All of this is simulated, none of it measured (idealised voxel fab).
process module | voxel wiring stack
cross-section cut | 290 nm wide | cells 5 nm
A cross-section is a grid of square cells, given in bands from the top down. A band is one or more rows of cells.
Each band's line starts with the height of the band's top and of its bottom, in nm. Then come its materials from left to right, each with its width in nm. One material with "throughout" fills the band from edge to edge. "air" is empty space.
Height 0 is the level under which the wafer as received is all one material. The lowest band goes on downwards, as in "0 down".
A width such as "30 to 40" changes by the same amount from each row of cells to the next, from the band's top row to its bottom row.
"no change" after a step means that no cell of the cross-section changed.
closed voids: empty space of 8 cells or more with no open way to the top, each as width x height at its distance from the left edge, in nm
after a step's settings: what the simulator itself notes on the step
overlay nm, on a step with a mask: how far to the right of its planned place the mask lay; to the left if negative
plan
1 op RECEIVE | material Si
2 op CONFORMAL_DEP | material SiO2 | thk nm 15
3 op CONFORMAL_DEP | material SiCN | thk nm 5
4 op DIRECTIONAL_DEP | material lowk | thk nm 20
5 op DIRECTIONAL_DEP | material aC | thk nm 10
6 op PATTERN | tone open | mask id METAL_1 | material resist | width nm 30 | pitch nm 45 | thk nm 25 | overlay nm 0
7 op DIRECTIONAL_ETCH | etch materials aC | depth nm 10
8 op STRIP | etch materials resist
9 op DIRECTIONAL_ETCH | etch materials lowk | depth nm 20
10 op DIRECTIONAL_ETCH | etch materials SiCN | depth nm 5
11 op STRIP | etch materials aC
12 op CONFORMAL_DEP | material TiN | thk nm 5
13 op FILL_DEP | material Cu | thk nm 10
14 op CMP | height nm 40
15 op CONFORMAL_DEP | material SiCN | thk nm 5
16 op DIRECTIONAL_DEP | material SiO2 | thk nm 15
17 op PATTERN | tone open | mask id PLUG_1 | material resist | width nm 15 | pitch nm 45 | thk nm 15 | overlay nm 0
18 op DIRECTIONAL_ETCH | etch materials SiO2 | depth nm 15
19 op DIRECTIONAL_ETCH | etch materials SiCN | depth nm 5
20 op STRIP | etch materials resist
21 op EPI | material Ru | thk nm 10
22 op EPI | material Ru | thk nm 10
23 op CONFORMAL_DEP | material SiCN | thk nm 5
24 op DIRECTIONAL_DEP | material lowk | thk nm 20
25 op MASKED_ETCH | tone open | mask id METAL_2 | width nm 30 | pitch nm 45 | etch materials lowk | depth nm 20 | overlay nm 0
26 op MASKED_ETCH | tone open | mask id METAL_2 | width nm 30 | pitch nm 45 | etch materials SiCN | depth nm 5 | overlay nm 0
27 op CONFORMAL_DEP | material TiN | thk nm 5
28 op FILL_DEP | material W | thk nm 10
29 op CMP | height nm 85
30 op CONFORMAL_DEP | material SiCN | thk nm 5
31 op DIRECTIONAL_DEP | material lowk | thk nm 25
32 op PATTERN | tone open | mask id METAL_3_HOLES | material resist | width nm 15 | pitch nm 90 | thk nm 15 | overlay nm 0
33 op DIRECTIONAL_ETCH | etch materials lowk | depth nm 25
34 op STRIP | etch materials resist
35 op DIRECTIONAL_DEP | material aC | thk nm 15
36 op PATTERN | tone open | mask id METAL_3 | material resist | width nm 30 | pitch nm 45 | thk nm 35 | overlay nm 0
37 op DIRECTIONAL_ETCH | etch materials aC | depth nm 15
38 op STRIP | etch materials resist
39 op DIRECTIONAL_ETCH | etch materials lowk | depth nm 15
40 op DIRECTIONAL_ETCH | etch materials SiCN | depth nm 5
41 op STRIP | etch materials aC
42 op CONFORMAL_DEP | material TiN | thk nm 5
43 op FILL_DEP | material Cu | thk nm 5
44 op CMP | height nm 115
45 op CONFORMAL_DEP | material SiCN | thk nm 5
as received, after step 1
  0 down: Si throughout
  closed voids: none
a wafer at the end: this start, this plan, one mistake
  120 to 115: SiCN throughout
  115 to 105: lowk 60 | TiN 5 | Cu 20 | TiN 5 | lowk 15 | TiN 5 | Cu 20 | TiN 5 | lowk 15 | TiN 5 | Cu 20 | TiN 5 | lowk 15 | TiN 5 | Cu 20 | TiN 5 | lowk 65
  105 to 100: lowk 60 | TiN 5 | Cu 5 | TiN 20 | lowk 15 | TiN 30 | lowk 15 | TiN 5 | Cu 5 | TiN 20 | lowk 15 | TiN 30 | lowk 65
  100 to 90: lowk 60 | TiN 5 | Cu 5 | TiN 5 | lowk 75 | TiN 5 | Cu 5 | TiN 5 | lowk 125
  90 to 85: SiCN 60 | TiN 15 | SiCN 75 | TiN 15 | SiCN 125
  85 to 75: lowk 60 | TiN 5 | W 20 | TiN 5 | lowk 15 | TiN 5 | W 20 | TiN 5 | lowk 15 | TiN 5 | W 20 | TiN 5 | lowk 15 | TiN 5 | W 20 | TiN 5 | lowk 65
  75 to 70: lowk 45 | SiCN 15 | TiN 30 | SiCN 15 | TiN 30 | SiCN 15 | TiN 30 | SiCN 15 | TiN 30 | lowk 65
  70 to 65: lowk 45 | SiCN 5 | Ru 35 | SiCN 10 | Ru 35 | SiCN 10 | Ru 35 | SiCN 10 | Ru 35 | SiCN 5 | lowk 65
  65 to 60: SiCN 50 | Ru 35 | SiCN 10 | Ru 35 | SiCN 10 | Ru 35 | SiCN 10 | Ru 35 | SiCN 70
  60 to 45: SiO2 60 | Ru 15 | SiO2 30 | Ru 15 | SiO2 30 | Ru 15 | SiO2 30 | Ru 15 | SiO2 80
  45 to 40: SiCN 60 | Ru 15 | SiCN 30 | Ru 15 | SiCN 30 | Ru 15 | SiCN 30 | Ru 15 | SiCN 80
  40 to 20: lowk 60 | TiN 5 | Cu 20 | TiN 5 | lowk 15 | TiN 5 | Cu 20 | TiN 5 | lowk 15 | TiN 5 | Cu 20 | TiN 5 | lowk 15 | TiN 5 | Cu 20 | TiN 5 | lowk 65
  20 to 15: SiCN 60 | TiN 30 | SiCN 15 | TiN 30 | SiCN 15 | TiN 30 | SiCN 15 | TiN 30 | SiCN 65
  15 to 0: SiO2 throughout
  0 down: Si throughout
  closed voids: none
what went wrong: one of the steps 21 and 22, which are alike, was run twice
